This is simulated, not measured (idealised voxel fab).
Process module, titled voxel double patterning
Shown is cross-section cut, with a width of 295 nm and square cells of size 5 nm.
Throughout this document, each cross-section is represented as a grid of square cells and is presented as a sequence of bands enumerated from the top downward, where a band comprises one or more rows of cells.
In this notation a band is specified by the heights of its top and bottom, in that order and in nm, after which its materials appear from left to right, each paired with its width in nm. The word "throughout" attached to a single material means that material fills the band from edge to edge; the word "air" stands for empty space.
Measure heights from 0. That's the level where, below it, the as-received wafer is all one material. The lowest band is bottomless and extends downward; write it as in "top 0, no bottom".
So if you see something like "30..40" for the width, read it as the top row of the band sitting at the first number and the bottom row at the second, with every row in between moving by the same amount as the last.
Reading "no change occurred" for a step: not a cell of the cross-section changed in it.
Empty spaces counting at least 8 cells and having no open way to the top are listed in "Closed void entries". The notation width x height at distance is used for each, the distance being from the left edge and all three values in nm.
On a step's line, text after the settings is the simulator commenting on that step.
overlay nm: on a step with a mask, how far right of its planned place the mask lay; negative means left.

The process steps that were planned are listed below
| 1 | RECEIVE | material Si |
| 2 | CONFORMAL_DEP | material SiN | thk nm 5 |
| 3 | DIRECTIONAL_DEP | material SiO2 | thk nm 15 |
| 4 | DIRECTIONAL_DEP | material SiCN | thk nm 10 |
| 5 | MASKED_ETCH | tone open | mask id FIRST | width nm 15 | pitch nm 50 | etch materials SiCN | depth nm 10 | overlay nm 0 |
| 6 | MASKED_ETCH | tone open | mask id SECOND | width nm 15 | etch materials SiCN | depth nm 10 | overlay nm 0 |
| 7 | DIRECTIONAL_ETCH | etch materials SiO2 | depth nm 15 |
| 8 | STRIP | etch materials SiCN |

As-received wafer cross-section (after step 1)
- top 0, no bottom | Si throughout
- Closed void entries: none

Starting wafer: above. Plan: above. Run: one mistake. Cross-section after the module: below
- top 20, bottom 5 | air (115)  SiO2 (15)  air (35)  SiO2 (15)  air (115)
- top 5, bottom 0 | SiN throughout
- top 0, no bottom | Si throughout
- Closed void entries: none
The plan and the run diverged here: step 5 was not run as planned; what actually ran was MASKED_ETCH | tone cover | mask id FIRST | width nm 15 | pitch nm 50 | etch materials SiCN | depth nm 10 | overlay nm 0
